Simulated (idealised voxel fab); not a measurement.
This section sets out a process module, namely voxel ribs on slabs.
Section shown: cut. Width: 245 nm. Cell size: 5 nm, square.
In what follows, cross-sections appear as grids of square cells, described through bands that run from the top down, where every band is one or more rows of cells. For a band, the entry starts with two heights in nm, that of the top and then that of the bottom, and carries on with the band's materials in order from left to right, each alongside its width in nm; the word "full width" beside a single material means it fills the band edge to edge, and "blank" means empty space. Heads up on the height convention: 0 is the point under which the incoming wafer is all one material, and the lowest band has no bottom, it just keeps going down, like "0 -> down". A width given as "30->40" starts at the first number in the band's top row and ends at the second number in its bottom row, shifting by an equal amount at every step from row to row. "no alteration" after a step means that no cell of the cross-section changed. Enclosed voids (no open way to top), threshold 8 cells or more, entry "Sealed internal voids", notation width x height at distance, distance from left edge, nm. On a step's line, text after the settings is the simulator commenting on that step. What "overlay nm" on a step's line means: if the step has a mask, that mask lay this far to the right of its planned place, or, when the value is negative, to the left.
Intended process steps
step 1: RECEIVE, material Si
step 2: DIRECTIONAL_DEP, material SiO2, thk nm 25
step 3: DIRECTIONAL_DEP, material SiN, thk nm 25
step 4: DIRECTIONAL_DEP, material aC, thk nm 15
step 5: PATTERN, tone cover, mask id RIB, material resist, width nm 15, thk nm 30, overlay nm 0
step 6: DIRECTIONAL_ETCH, etch materials aC, depth nm 15
step 7: STRIP, etch materials resist
step 8: DIRECTIONAL_ETCH, etch materials SiN, depth nm 5
step 9: STRIP, etch materials aC
step 10: MASKED_ETCH, tone cover, mask id SLAB, width nm 55, etch materials SiN, depth nm 20, overlay nm 0
step 11: FILL_DEP, material SiO2, thk nm 20
step 12: CMP, height nm 65
step 13: DIRECTIONAL_DEP, material TiN, thk nm 10
step 14: PATTERN, tone cover, mask id HEATER, material resist, width nm 25, thk nm 15, overlay nm 0
step 15: DIRECTIONAL_ETCH, etch materials TiN, depth nm 10
step 16: STRIP, etch materials resist
step 17: CONFORMAL_DEP, material SiN, thk nm 10
Below: the first of two wafers, run as planned
Step 1 complete: cross-section of the wafer as received
0 -> down: Si full width
Sealed internal voids: none
After step 2, in cross-section
25 -> 0: SiO2 full width
Lower than 0, everything is as it was.
After step 3, in cross-section
50 -> 25: SiN full width
Lower than 25, everything is as it was.
After step 4, in cross-section
65 -> 50: aC full width
Lower than 50, everything is as it was.
After step 5, in cross-section
95 -> 65: blank (115), then resist (15), then blank (115)
Lower than 65, everything is as it was.
After step 6, in cross-section
80 -> 65: blank (115), then resist (15), then blank (115)
65 -> 50: blank (115), then aC (15), then blank (115)
Lower than 50, everything is as it was.
After step 7, in cross-section
65 -> 50: blank (115), then aC (15), then blank (115)
Lower than 50, everything is as it was.
After step 8, in cross-section
65 -> 50: blank (115), then aC (15), then blank (115)
50 -> 45: blank (115), then SiN (15), then blank (115)
Lower than 45, everything is as it was.
After step 9, in cross-section
50 -> 45: blank (115), then SiN (15), then blank (115)
Lower than 45, everything is as it was.
After step 10, in cross-section
50 -> 45: blank (115), then SiN (15), then blank (115)
45 -> 25: blank (95), then SiN (55), then blank (95)
Lower than 25, everything is as it was.
After step 11, in cross-section
70 -> 50: SiO2 full width
50 -> 45: SiO2 (115), then SiN (15), then SiO2 (115)
45 -> 25: SiO2 (95), then SiN (55), then SiO2 (95)
Lower than 25, everything is as it was.
After step 12, in cross-section
65 -> 50: SiO2 full width
Lower than 50, everything is as it was.
After step 13, in cross-section
75 -> 65: TiN full width
Lower than 65, everything is as it was.
After step 14, in cross-section
90 -> 75: blank (110), then resist (25), then blank (110)
Lower than 75, everything is as it was.
After step 15, in cross-section
90 -> 75: blank (110), then resist (25), then blank (110)
75 -> 65: blank (110), then TiN (25), then blank (110)
Lower than 65, everything is as it was.
After step 16, in cross-section
75 -> 65: blank (110), then TiN (25), then blank (110)
Lower than 65, everything is as it was.
After step 17, in cross-section
85 -> 75: blank (100), then SiN (45), then blank (100)
75 -> 65: SiN (110), then TiN (25), then SiN (110)
Lower than 65, everything is as it was.
Second wafer: same start and same plan as the first, one execution error; identical to the first through step 10
At the planned end of step 11, the second wafer in cross-section
70 -> 50: TiN full width
50 -> 45: TiN (115), then SiN (15), then TiN (115)
45 -> 25: TiN (95), then SiN (55), then TiN (95)
Lower than 25, everything is as it was.
At the planned end of step 12, the second wafer in cross-section
65 -> 50: TiN full width
Lower than 50, everything is as it was.
At the planned end of step 13, the second wafer in cross-section
75 -> 50: TiN full width
Lower than 50, everything is as it was.
At the planned end of step 14, the second wafer in cross-section
90 -> 75: blank (110), then resist (25), then blank (110)
Lower than 75, everything is as it was.
At the planned end of step 15, the second wafer in cross-section
90 -> 75: blank (110), then resist (25), then blank (110)
75 -> 65: blank (110), then TiN (25), then blank (110)
Lower than 65, everything is as it was.
At the planned end of step 16, the second wafer in cross-section
75 -> 65: blank (110), then TiN (25), then blank (110)
Lower than 65, everything is as it was.
At the planned end of step 17, the second wafer in cross-section
85 -> 75: blank (100), then SiN (45), then blank (100)
75 -> 65: SiN (110), then TiN (25), then SiN (110)
Lower than 65, everything is as it was.
Run error: step 11 ran as: FILL_DEP, material TiN, thk nm 20
at the end the second wafer has, in cells: 345 fewer of SiO2, 345 more of TiN
